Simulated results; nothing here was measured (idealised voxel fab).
The name of this process module is voxel local oxidation.
185 nm wide, 5 nm square cells: that's cross-section cut.
Cross-section layout: square cells on a grid; listed as bands, top to bottom; a band spans one or more cell rows. This entry defines a band. It first specifies the height of the band's top and the height of its bottom in nm, and then specifies the band's materials from left to right, stating each material with its width in nm. The word "all across" identifies a single material that fills the band from edge to edge, while the word "blank" identifies empty space. For the purposes of this specification, 0 denotes the height below which the wafer in its as-received condition is composed wholly of one material, and the lowermost band, lacking a lower limit, extends downward without end, as expressed in "0 -> down". The expression "30->40" gives the width at the extremes of the band, the first number at its top row of cells and the second at its bottom row, with the width changing by equal amounts from each row to the next in between. Any step labelled "remains unaltered" changed none of the cells in the cross-section. "Closed void listing" contains a list of empty spaces, each no smaller than 8 cells and without an open way to the top, written in the form width x height at distance with the distance from the left edge and all three in nm. after a step's settings: what the simulator itself notes on the step. overlay nm: right-of-plan distance of the mask on a masked step; negative values mean left-of-plan.

Listed below are the process steps as planned:
1,RECEIVE,material Si
2,OXIDIZE,depth nm 5
3,CONFORMAL_DEP,material SiN,thk nm 15
4,DIRECTIONAL_DEP,material aC,thk nm 15
5,PATTERN,tone cover,mask id ACTIVE,material resist,width nm 90,thk nm 35,overlay nm 0
6,DIRECTIONAL_ETCH,etch materials aC,depth nm 15
7,STRIP,etch materials resist
8,DIRECTIONAL_ETCH,etch materials SiN,depth nm 15
9,STRIP,etch materials aC
10,SELECTIVE_ETCH,etch materials SiO2,depth nm 5
11,OXIDIZE,depth nm 15
12,STRIP,etch materials SiN

Below: the first of two wafers, run as planned:

Wafer at receipt (post step 1), cross-section:
- 0 -> down  Si all across
- Closed void listing: none

Upon completion of step 2, the wafer appears in cross-section as shown:
- 0 -> -5  SiO2 all across
- Unchanged below -5.

Upon completion of step 3, the wafer appears in cross-section as shown:
- 15 -> 0  SiN all across
- Unchanged below 0.

Upon completion of step 4, the wafer appears in cross-section as shown:
- 30 -> 15  aC all across
- Unchanged below 15.

Upon completion of step 5, the wafer appears in cross-section as shown:
- 65 -> 30  blank=45  resist=90  blank=50
- Unchanged below 30.

Upon completion of step 6, the wafer appears in cross-section as shown:
- 50 -> 30  blank=45  resist=90  blank=50
- 30 -> 15  blank=45  aC=90  blank=50
- Unchanged below 15.

Upon completion of step 7, the wafer appears in cross-section as shown:
- 30 -> 15  blank=45  aC=90  blank=50
- Unchanged below 15.

Upon completion of step 8, the wafer appears in cross-section as shown:
- 30 -> 15  blank=45  aC=90  blank=50
- 15 -> 0  blank=45  SiN=90  blank=50
- Unchanged below 0.

Upon completion of step 9, the wafer appears in cross-section as shown:
- 15 -> 0  blank=45  SiN=90  blank=50
- Unchanged below 0.

Upon completion of step 10, the wafer appears in cross-section as shown:
- 15 -> 0  blank=45  SiN=90  blank=50
- 0 -> -5  blank=50  SiO2=80  blank=55
- Unchanged below -5.

Upon completion of step 11, the wafer appears in cross-section as shown:
- 15 -> 0  blank=45  SiN=90  blank=50
- 0 -> -5  blank=50  SiO2=80  blank=55
- -5 -> -20  SiO2=65  Si=50  SiO2=70
- Unchanged below -20.

Upon completion of step 12, the wafer appears in cross-section as shown:
- 0 -> -5  blank=50  SiO2=80  blank=55
- Unchanged below -5.

The second wafer began exactly as the first did and followed the same plan, but one mistake was made while running it; through step 3 inclusive, the two wafers are identical:

Second wafer, cross-section, planned end of step 4:
- 30 -> 15  SiO2 all across
- Unchanged below 15.

Second wafer, cross-section, planned end of step 5:
- 65 -> 30  blank=45  resist=90  blank=50
- Unchanged below 30.

Second wafer, cross-section, planned end of step 6:
- 50 -> 30  blank=45  resist=90  blank=50
- Unchanged below 30.

Second wafer, cross-section, planned end of step 7:
- 30 -> 15  SiO2 all across
- Unchanged below 15.

Second wafer, cross-section, planned end of step 8: remains unaltered

Second wafer, cross-section, planned end of step 9: remains unaltered

Second wafer, cross-section, planned end of step 10:
- 25 -> 15  SiO2 all across
- Unchanged below 15.

Second wafer, cross-section, planned end of step 11: remains unaltered

Second wafer, cross-section, planned end of step 12: remains unaltered
Processing error: step 4 changed vs plan, executed as DIRECTIONAL_DEP,material SiO2,thk nm 15
The final cell counts differ between the wafers, with the second having more or fewer of some materials than the first: 81 more of Si | 111 more of SiN | 14 more of SiO2
